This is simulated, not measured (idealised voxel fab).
process module | voxel capacitor over wiring
cross-section cut | 180 nm wide | cells 5 nm
A cross-section is a grid of square cells, given in bands from the top down. A band is one or more rows of cells.
Each band's line starts with the height of the band's top and of its bottom, in nm. Then come its materials from left to right, each with its width in nm. One material with "throughout" fills the band from edge to edge. "air" is empty space.
Height 0 is the level under which the wafer as received is all one material. The lowest band goes on downwards, as in "0 down".
A width such as "30 to 40" changes by the same amount from each row of cells to the next, from the band's top row to its bottom row.
"no change" after a step means that no cell of the cross-section changed.
closed voids: empty space of 8 cells or more with no open way to the top, each as width x height at its distance from the left edge, in nm
after a step's settings: what the simulator itself notes on the step
overlay nm, on a step with a mask: how far to the right of its planned place the mask lay; to the left if negative
plan
1 op RECEIVE | material Si
2 op CONFORMAL_DEP | material SiO2 | thk nm 15
3 op DIRECTIONAL_DEP | material TiN | thk nm 5
4 op DIRECTIONAL_DEP | material W | thk nm 20
5 op MASKED_ETCH | tone cover | mask id METAL_1 | width nm 20 | pitch nm 75 | etch materials W | depth nm 20 | overlay nm 0
6 op MASKED_ETCH | tone cover | mask id METAL_1 | width nm 20 | pitch nm 75 | etch materials TiN | depth nm 5 | overlay nm 0
7 op CONFORMAL_DEP | material SiCN | thk nm 5
8 op FILL_DEP | material SiO2 | thk nm 10
9 op CMP | height nm 40
10 op CONFORMAL_DEP | material SiCN | thk nm 5
11 op DIRECTIONAL_DEP | material lowk | thk nm 20
12 op DIRECTIONAL_DEP | material aC | thk nm 10
13 op PATTERN | tone open | mask id PLUG_1 | material resist | width nm 15 | thk nm 25 | overlay nm 0
14 op DIRECTIONAL_ETCH | etch materials aC | depth nm 10
15 op STRIP | etch materials resist
16 op DIRECTIONAL_ETCH | etch materials lowk | depth nm 20
17 op DIRECTIONAL_ETCH | etch materials SiCN | depth nm 5
18 op STRIP | etch materials aC
19 op CONFORMAL_DEP | material TiN | thk nm 5
20 op FILL_DEP | material Ru | thk nm 5
21 op CMP | height nm 65
22 op DIRECTIONAL_DEP | material TiN | thk nm 5
23 op DIRECTIONAL_DEP | material HfO2 | thk nm 5
24 op DIRECTIONAL_DEP | material TiN | thk nm 5
25 op MASKED_ETCH | tone cover | mask id UPPER_PLATE | width nm 60 | etch materials TiN | depth nm 5 | overlay nm 0
26 op MASKED_ETCH | tone cover | mask id UPPER_PLATE | width nm 60 | etch materials HfO2 | depth nm 5 | overlay nm 0
27 op MASKED_ETCH | tone cover | mask id LOWER_PLATE | width nm 70 | etch materials TiN | depth nm 5 | overlay nm 0
28 op FILL_DEP | material SiO2 | thk nm 20
29 op CMP | height nm 95
30 op PATTERN | tone open | mask id PLUG_2 | material resist | width nm 15 | thk nm 20 | overlay nm 0
31 op DIRECTIONAL_ETCH | etch materials SiO2 | depth nm 15
32 op STRIP | etch materials resist
33 op CONFORMAL_DEP | material TiN | thk nm 5
34 op FILL_DEP | material Ru | thk nm 10
35 op CMP | height nm 95
36 op CONFORMAL_DEP | material SiN | thk nm 5
as received, after step 1
  0 down: Si throughout
  closed voids: none
first wafer at the end, as planned
  100 to 95: SiN throughout
  95 to 85: SiO2 55 | TiN 5 | Ru 5 | TiN 5 | SiO2 110
  85 to 75: SiO2 55 to 45 | TiN 15 to 60 | SiO2 110 to 75
  75 to 70: SiO2 45 | HfO2 60 | SiO2 75
  70 to 65: SiO2 40 | TiN 70 | SiO2 70
  65 to 45: lowk 45 | TiN 5 | Ru 5 | TiN 5 | lowk 120
  45 to 40: SiCN 45 | TiN 15 | SiCN 120
  40 to 20: SiO2 35 | SiCN 5 | W 20 | SiCN 5 | SiO2 45 | SiCN 5 | W 20 | SiCN 5 | SiO2 40
  20 to 15: SiCN 40 | TiN 20 | SiCN 55 | TiN 20 | SiCN 45
  15 to 0: SiO2 throughout
  0 down: Si throughout
  closed voids: none
second wafer at the end: like start, like plan, one mistake
  100 to 95: SiN throughout
  95 to 85: SiO2 55 | TiN 5 | Ru 5 | TiN 5 | SiO2 110
  85 to 75: SiO2 55 to 45 | TiN 15 to 60 | SiO2 110 to 75
  75 to 70: SiO2 45 | HfO2 60 | SiO2 75
  70 to 65: SiO2 40 | TiN 70 | SiO2 70
  65 to 60: SiCN 45 | TiN 15 | SiCN 120
  60 to 40: lowk throughout
  40 to 20: SiO2 35 | SiCN 5 | W 20 | SiCN 5 | SiO2 45 | SiCN 5 | W 20 | SiCN 5 | SiO2 40
  20 to 15: SiCN 40 | TiN 20 | SiCN 55 | TiN 20 | SiCN 45
  15 to 0: SiO2 throughout
  0 down: Si throughout
  closed voids: none
what went wrong: steps 10 and 11 were swapped
at the end the second wafer has, in cells: 4 fewer of Ru | 8 fewer of TiN | 12 more of lowk
